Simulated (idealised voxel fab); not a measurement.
process module | voxel released beams
cross-section cut | 145 nm wide | cells 5 nm
A cross-section is a grid of square cells, given in bands from the top down. A band is one or more rows of cells.
Each band's line starts with the height of the band's top and of its bottom, in nm. Then come its materials from left to right, each with its width in nm. One material with "throughout" fills the band from edge to edge. "air" is empty space.
Height 0 is the level under which the wafer as received is all one material. The lowest band goes on downwards, as in "0 down".
A width such as "30 to 40" changes by the same amount from each row of cells to the next, from the band's top row to its bottom row.
"no change" after a step means that no cell of the cross-section changed.
closed voids: empty space of 8 cells or more with no open way to the top, each as width x height at its distance from the left edge, in nm
after a step's settings: what the simulator itself notes on the step
overlay nm, on a step with a mask: how far to the right of its planned place the mask lay; to the left if negative
plan
1 op RECEIVE | material Si
2 op CONFORMAL_DEP | material Al2O3 | thk nm 5
3 op DIRECTIONAL_DEP | material SiO2 | thk nm 20
4 op DIRECTIONAL_DEP | material aC | thk nm 10
5 op PATTERN | tone open | mask id ANCHOR | material resist | width nm 25 | thk nm 30 | overlay nm 0
6 op DIRECTIONAL_ETCH | etch materials aC | depth nm 10
7 op STRIP | etch materials resist
8 op DIRECTIONAL_ETCH | etch materials SiO2 | depth nm 20
9 op STRIP | etch materials aC
10 op CONFORMAL_DEP | material polySi | thk nm 10
11 op DIRECTIONAL_DEP | material aC | thk nm 15
12 op PATTERN | tone cover | mask id BEAM | material resist | width nm 80 | thk nm 30 | overlay nm 0
13 op DIRECTIONAL_ETCH | etch materials aC | depth nm 15
14 op STRIP | etch materials resist
15 op DIRECTIONAL_ETCH | etch materials polySi | depth nm 10
16 op STRIP | etch materials aC
17 op STRIP | etch materials SiO2
as received, after step 1
  0 down: Si throughout
  closed voids: none
first wafer at the end, as planned
  35 to 25: air 30 | polySi 15 | air 5 | polySi 60 | air 35
  25 to 15: air 35 | polySi 10 | air 5 | polySi 10 | air 85
  15 to 5: air 35 | polySi 25 | air 85
  5 to 0: Al2O3 throughout
  0 down: Si throughout
  closed voids: none
second wafer at the end: like start, like plan, one mistake
  35 to 25: air 25 | polySi 20 | air 5 | polySi 65 | air 30
  25 to 15: air 35 | polySi 10 | air 5 | polySi 10 | air 85
  15 to 5: air 35 | polySi 25 | air 85
  5 to 0: Al2O3 throughout
  0 down: Si throughout
  closed voids: none
what went wrong: step 12 ran as: op PATTERN | tone cover | mask id BEAM | material resist | width nm 90 | thk nm 30 | overlay nm 0
at the end the second wafer has, in cells: 4 more of polySi
